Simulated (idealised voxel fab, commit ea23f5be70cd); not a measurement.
The document below concerns the process module designated voxel released beams.
In the cross-section labelled cut, the width is 275 nm and each square cell is 5 nm.
This document writes a cross-section as a grid whose cells are square, and gives it as bands, listed from the top down; one or more rows of cells form a band. Heights first: top, then bottom, in nm. Then materials, left to right, each with a width in nm. "edge to edge" on a single material: fills the band edge to edge. "blank": empty space. All heights in this document are referenced to 0, defined as the level beneath which the wafer, as received, consists entirely of one material. The lowest band is not bounded below; it extends indefinitely downward and is written in the form "0..down". So if you see something like "30->40" for the width, read it as the top row of the band sitting at the first number and the bottom row at the second, with every row in between moving by the same amount as the last. The designation "nothing got changed", where it is given for a processing step, indicates that no cell of the cross-section was altered in the course of that step. Basically, "Unvented internal voids" tells you about the enclosed voids: empty spaces with no open way to the top, 8 cells or bigger, each written width x height at distance, where distance is from the left edge, all in nm. On a step's line, text after the settings is the simulator commenting on that step. Each step line may optionally specify "overlay nm", which for a step with a mask gives the rightward distance between the mask's planned place and where it lay, a negative value indicating the leftward direction.

THE FOLLOWING LIST GIVES THE PLANNED PROCESS STEPS
1. RECEIVE,material Si
2. CONFORMAL_DEP,material Al2O3,thk nm 10
3. DIRECTIONAL_DEP,material SiO2,thk nm 15
4. MASKED_ETCH,tone open,mask id ANCHOR,width nm 25,etch materials SiO2,depth nm 15,overlay nm 0
5. CONFORMAL_DEP,material SiN,thk nm 10
6. MASKED_ETCH,tone cover,mask id BEAM,width nm 105,etch materials SiN,depth nm 10,overlay nm 0
7. STRIP,etch materials SiO2

FIRST WAFER OF TWO (RUN AS PLANNED)

INCOMING WAFER IN CROSS-SECTION (STATE: AFTER STEP 1)
> 0..down  Si edge to edge
> Unvented internal voids: none

SECTIONAL VIEW: WAFER, AFTER STEP 2
> 10..0  Al2O3 edge to edge
> Rest of section, below 0: as before.

SECTIONAL VIEW: WAFER, AFTER STEP 3
> 25..10  SiO2 edge to edge
> Rest of section, below 10: as before.

SECTIONAL VIEW: WAFER, AFTER STEP 4
> 25..10  85 SiO2, then 25 blank, then 165 SiO2
> Rest of section, below 10: as before.

SECTIONAL VIEW: WAFER, AFTER STEP 5
> 35..25  95 SiN, then 5 blank, then 175 SiN
> 25..20  85 SiO2, then 10 SiN, then 5 blank, then 10 SiN, then 165 SiO2
> 20..10  85 SiO2, then 25 SiN, then 165 SiO2
> Rest of section, below 10: as before.

SECTIONAL VIEW: WAFER, AFTER STEP 6
> 35..25  80 blank, then 15 SiN, then 5 blank, then 85 SiN, then 90 blank
> Rest of section, below 25: as before.

SECTIONAL VIEW: WAFER, AFTER STEP 7
> 35..25  80 blank, then 15 SiN, then 5 blank, then 85 SiN, then 90 blank
> 25..20  85 blank, then 10 SiN, then 5 blank, then 10 SiN, then 165 blank
> 20..10  85 blank, then 25 SiN, then 165 blank
> Rest of section, below 10: as before.

WHAT FOLLOWS CONCERNS THE SECOND WAFER, WHICH STARTED OUT LIKE THE FIRST AND WAS MEANT TO FOLLOW THE VERY SAME PLAN; ONE MISTAKE CREPT IN WHEN IT WAS RUN, BUT EVERYTHING UP TO AND INCLUDING STEP 3 IS THE SAME AS FOR THE FIRST WAFER

SECOND WAFER, CROSS-SECTION, PLANNED END OF STEP 4
> 25..10  80 SiO2, then 35 blank, then 160 SiO2
> Rest of section, below 10: as before.

SECOND WAFER, CROSS-SECTION, PLANNED END OF STEP 5
> 35..25  90 SiN, then 15 blank, then 170 SiN
> 25..20  80 SiO2, then 10 SiN, then 15 blank, then 10 SiN, then 160 SiO2
> 20..10  80 SiO2, then 35 SiN, then 160 SiO2
> Rest of section, below 10: as before.

SECOND WAFER, CROSS-SECTION, PLANNED END OF STEP 6
> 35..25  80 blank, then 10 SiN, then 15 blank, then 80 SiN, then 90 blank
> Rest of section, below 25: as before.

SECOND WAFER, CROSS-SECTION, PLANNED END OF STEP 7
> 35..25  80 blank, then 10 SiN, then 15 blank, then 80 SiN, then 90 blank
> 25..20  80 blank, then 10 SiN, then 15 blank, then 10 SiN, then 160 blank
> 20..10  80 blank, then 35 SiN, then 160 blank
> Rest of section, below 10: as before.
Which mistake was made when the wafer was run? step 4 ran differently from the plan; actual operation with settings: MASKED_ETCH,tone open,mask id ANCHOR,width nm 35,etch materials SiO2,depth nm 15,overlay nm 0
If you tally the cells, the second wafer ends up with the same amount of every material as the first; it's all just sitting in different places.
